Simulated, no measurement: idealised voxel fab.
The document below concerns the process module designated voxel quadruple lines.
The figure presents cross-section cut, which has a width of 175 nm and is divided into square cells with an edge length of 5 nm.
Heads up, the way a cross-section reads in here is a grid of square cells, handed over as bands from the top down, with every band being one or more rows of cells. Top height, bottom height, nm. Materials left to right, width each, nm. Single material + "edge to edge" = fills band edge to edge. "blank" = empty. Heights are expressed relative to 0, this being the level below which the as-received wafer comprises one material exclusively. The lowest band is unbounded in the downward direction and is denoted as in "0 -> down". The width entry "30..40" should be interpreted row by row: the top row of cells in the band takes the first number, the bottom row takes the second number, and the change between adjacent rows is uniform throughout. Where the words "changes: none" appear for a step, the cross-section shows no cell changed by that step; every cell remained as before. In the "Enclosed void inventory" entry, you get each enclosed empty space of 8 cells or more, one with no open way to the top, written width x height at distance, distance from the left edge, in nm. On each step's line, the part that comes after the settings is the simulator's own comment on the step. You can add "overlay nm" to a step's line. For a step with a mask, it describes how far the mask lay to the right of its planned position, and a negative number describes a lay to the left.
[The planned process steps are enumerated hereunder]
1) RECEIVE | material Si
2) CONFORMAL_DEP | material SiO2 | thk nm 10
3) DIRECTIONAL_DEP | material TiN | thk nm 15
4) DIRECTIONAL_DEP | material polySi | thk nm 20
5) DIRECTIONAL_DEP | material aC | thk nm 25
6) PATTERN | tone cover | mask id MANDREL | material resist | width nm 25 | pitch nm 80 | thk nm 30 | overlay nm 0
7) DIRECTIONAL_ETCH | etch materials aC | depth nm 25
8) STRIP | etch materials resist
9) CONFORMAL_DEP | material SiO2 | thk nm 15
10) DIRECTIONAL_ETCH | etch materials SiO2 | depth nm 15
11) STRIP | etch materials aC
12) DIRECTIONAL_ETCH | etch materials polySi | depth nm 20
13) STRIP | etch materials SiO2
14) CONFORMAL_DEP | material SiN | thk nm 5
15) DIRECTIONAL_ETCH | etch materials SiN | depth nm 5
16) STRIP | etch materials polySi
17) DIRECTIONAL_ETCH | etch materials TiN | depth nm 15
18) STRIP | etch materials SiN
19) FILL_DEP | material lowk | thk nm 10
20) CMP | height nm 25
[Concerning the first of two wafers, which was run in accordance with the plan]
[Wafer at receipt (post step 1), cross-section]
	0 -> down: Si edge to edge
	Enclosed void inventory: none
[Step 2 complete: cross-section through the wafer]
	10 -> 0: SiO2 edge to edge
	Everything below 0 is unchanged.
[Step 3 complete: cross-section through the wafer]
	25 -> 10: TiN edge to edge
	Everything below 10 is unchanged.
[Step 4 complete: cross-section through the wafer]
	45 -> 25: polySi edge to edge
	Everything below 25 is unchanged.
[Step 5 complete: cross-section through the wafer]
	70 -> 45: aC edge to edge
	Everything below 45 is unchanged.
[Step 6 complete: cross-section through the wafer]
	100 -> 70: 35 blank  25 resist  55 blank  25 resist  35 blank
	Everything below 70 is unchanged.
[Step 7 complete: cross-section through the wafer]
	75 -> 70: 35 blank  25 resist  55 blank  25 resist  35 blank
	70 -> 45: 35 blank  25 aC  55 blank  25 aC  35 blank
	Everything below 45 is unchanged.
[Step 8 complete: cross-section through the wafer]
	70 -> 45: 35 blank  25 aC  55 blank  25 aC  35 blank
	Everything below 45 is unchanged.
[Step 9 complete: cross-section through the wafer]
	85 -> 70: 20 blank  55 SiO2  25 blank  55 SiO2  20 blank
	70 -> 60: 20 blank  15 SiO2  25 aC  15 SiO2  25 blank  15 SiO2  25 aC  15 SiO2  20 blank
	60 -> 45: 35 SiO2  25 aC  55 SiO2  25 aC  35 SiO2
	Everything below 45 is unchanged.
[Step 10 complete: cross-section through the wafer]
	70 -> 45: 20 blank  15 SiO2  25 aC  15 SiO2  25 blank  15 SiO2  25 aC  15 SiO2  20 blank
	Everything below 45 is unchanged.
[Step 11 complete: cross-section through the wafer]
	70 -> 45: 20 blank  15 SiO2  25 blank  15 SiO2  25 blank  15 SiO2  25 blank  15 SiO2  20 blank
	Everything below 45 is unchanged.
[Step 12 complete: cross-section through the wafer]
	70 -> 45: 20 blank  15 SiO2  25 blank  15 SiO2  25 blank  15 SiO2  25 blank  15 SiO2  20 blank
	45 -> 25: 20 blank  15 polySi  25 blank  15 polySi  25 blank  15 polySi  25 blank  15 polySi  20 blank
	Everything below 25 is unchanged.
[Step 13 complete: cross-section through the wafer]
	45 -> 25: 20 blank  15 polySi  25 blank  15 polySi  25 blank  15 polySi  25 blank  15 polySi  20 blank
	Everything below 25 is unchanged.
[Step 14 complete: cross-section through the wafer]
	50 -> 45: 15 blank  25 SiN  15 blank  25 SiN  15 blank  25 SiN  15 blank  25 SiN  15 blank
	45 -> 30: 15 blank  5 SiN  15 polySi  5 SiN  15 blank  5 SiN  15 polySi  5 SiN  15 blank  5 SiN  15 polySi  5 SiN  15 blank  5 SiN  15 polySi  5 SiN  15 blank
	30 -> 25: 20 SiN  15 polySi  25 SiN  15 polySi  25 SiN  15 polySi  25 SiN  15 polySi  20 SiN
	Everything below 25 is unchanged.
[Step 15 complete: cross-section through the wafer]
	45 -> 25: 15 blank  5 SiN  15 polySi  5 SiN  15 blank  5 SiN  15 polySi  5 SiN  15 blank  5 SiN  15 polySi  5 SiN  15 blank  5 SiN  15 polySi  5 SiN  15 blank
	Everything below 25 is unchanged.
[Step 16 complete: cross-section through the wafer]
	45 -> 25: 15 blank  5 SiN  15 blank  5 SiN  15 blank  5 SiN  15 blank  5 SiN  15 blank  5 SiN  15 blank  5 SiN  15 blank  5 SiN  15 blank  5 SiN  15 blank
	Everything below 25 is unchanged.
[Step 17 complete: cross-section through the wafer]
	45 -> 25: 15 blank  5 SiN  15 blank  5 SiN  15 blank  5 SiN  15 blank  5 SiN  15 blank  5 SiN  15 blank  5 SiN  15 blank  5 SiN  15 blank  5 SiN  15 blank
	25 -> 10: 15 blank  5 TiN  15 blank  5 TiN  15 blank  5 TiN  15 blank  5 TiN  15 blank  5 TiN  15 blank  5 TiN  15 blank  5 TiN  15 blank  5 TiN  15 blank
	Everything below 10 is unchanged.
[Step 18 complete: cross-section through the wafer]
	25 -> 10: 15 blank  5 TiN  15 blank  5 TiN  15 blank  5 TiN  15 blank  5 TiN  15 blank  5 TiN  15 blank  5 TiN  15 blank  5 TiN  15 blank  5 TiN  15 blank
	Everything below 10 is unchanged.
[Step 19 complete: cross-section through the wafer]
	35 -> 25: lowk edge to edge
	25 -> 10: 15 lowk  5 TiN  15 lowk  5 TiN  15 lowk  5 TiN  15 lowk  5 TiN  15 lowk  5 TiN  15 lowk  5 TiN  15 lowk  5 TiN  15 lowk  5 TiN  15 lowk
	Everything below 10 is unchanged.
[Step 20 complete: cross-section through the wafer]
	25 -> 10: 15 lowk  5 TiN  15 lowk  5 TiN  15 lowk  5 TiN  15 lowk  5 TiN  15 lowk  5 TiN  15 lowk  5 TiN  15 lowk  5 TiN  15 lowk  5 TiN  15 lowk
	Everything below 10 is unchanged.
[Second wafer - shared start and plan with the first - one error in running - same as the first up to step 10 inclusive]
[Cross-section of the second wafer at the time by which step 11 should have been completed according to the plan]
	70 -> 45: 20 blank  15 SiO2  25 blank  15 SiO2  25 blank  15 SiO2  25 blank  15 SiO2  20 blank
	Everything below 45 is unchanged.
[Cross-section of the second wafer at the time by which step 12 should have been completed according to the plan]
	70 -> 45: 20 blank  15 SiO2  25 blank  15 SiO2  25 blank  15 SiO2  25 blank  15 SiO2  20 blank
	45 -> 25: 20 blank  15 polySi  25 blank  15 polySi  25 blank  15 polySi  25 blank  15 polySi  20 blank
	Everything below 25 is unchanged.
[Cross-section of the second wafer at the time by which step 13 should have been completed according to the plan]
	45 -> 25: 20 blank  15 polySi  25 blank  15 polySi  25 blank  15 polySi  25 blank  15 polySi  20 blank
	Everything below 25 is unchanged.
[Cross-section of the second wafer at the time by which step 14 should have been completed according to the plan]
	50 -> 45: 15 blank  25 SiN  15 blank  25 SiN  15 blank  25 SiN  15 blank  25 SiN  15 blank
	45 -> 30: 15 blank  5 SiN  15 polySi  5 SiN  15 blank  5 SiN  15 polySi  5 SiN  15 blank  5 SiN  15 polySi  5 SiN  15 blank  5 SiN  15 polySi  5 SiN  15 blank
	30 -> 25: 20 SiN  15 polySi  25 SiN  15 polySi  25 SiN  15 polySi  25 SiN  15 polySi  20 SiN
	Everything below 25 is unchanged.
[Cross-section of the second wafer at the time by which step 15 should have been completed according to the plan]
	45 -> 25: 15 blank  5 SiN  15 polySi  5 SiN  15 blank  5 SiN  15 polySi  5 SiN  15 blank  5 SiN  15 polySi  5 SiN  15 blank  5 SiN  15 polySi  5 SiN  15 blank
	Everything below 25 is unchanged.
[Cross-section of the second wafer at the time by which step 16 should have been completed according to the plan]
	45 -> 25: 15 blank  5 SiN  15 blank  5 SiN  15 blank  5 SiN  15 blank  5 SiN  15 blank  5 SiN  15 blank  5 SiN  15 blank  5 SiN  15 blank  5 SiN  15 blank
	Everything below 25 is unchanged.
[Cross-section of the second wafer at the time by which step 17 should have been completed according to the plan]
	45 -> 25: 15 blank  5 SiN  15 blank  5 SiN  15 blank  5 SiN  15 blank  5 SiN  15 blank  5 SiN  15 blank  5 SiN  15 blank  5 SiN  15 blank  5 SiN  15 blank
	25 -> 10: 15 blank  5 TiN  15 blank  5 TiN  15 blank  5 TiN  15 blank  5 TiN  15 blank  5 TiN  15 blank  5 TiN  15 blank  5 TiN  15 blank  5 TiN  15 blank
	Everything below 10 is unchanged.
[Cross-section of the second wafer at the time by which step 18 should have been completed according to the plan]
	25 -> 10: 15 blank  5 TiN  15 blank  5 TiN  15 blank  5 TiN  15 blank  5 TiN  15 blank  5 TiN  15 blank  5 TiN  15 blank  5 TiN  15 blank  5 TiN  15 blank
	Everything below 10 is unchanged.
[Cross-section of the second wafer at the time by which step 19 should have been completed according to the plan]
	35 -> 25: lowk edge to edge
	25 -> 10: 15 lowk  5 TiN  15 lowk  5 TiN  15 lowk  5 TiN  15 lowk  5 TiN  15 lowk  5 TiN  15 lowk  5 TiN  15 lowk  5 TiN  15 lowk  5 TiN  15 lowk
	Everything below 10 is unchanged.
[Cross-section of the second wafer at the time by which step 20 should have been completed according to the plan]
	25 -> 10: 15 lowk  5 TiN  15 lowk  5 TiN  15 lowk  5 TiN  15 lowk  5 TiN  15 lowk  5 TiN  15 lowk  5 TiN  15 lowk  5 TiN  15 lowk  5 TiN  15 lowk
	Everything below 10 is unchanged.
What was done differently from what was planned? yeah, plan step 11 got run twice
It should be noted that the final cross-sections of the two wafers coincide, and the mistake therefore has no effect on the output of this model.
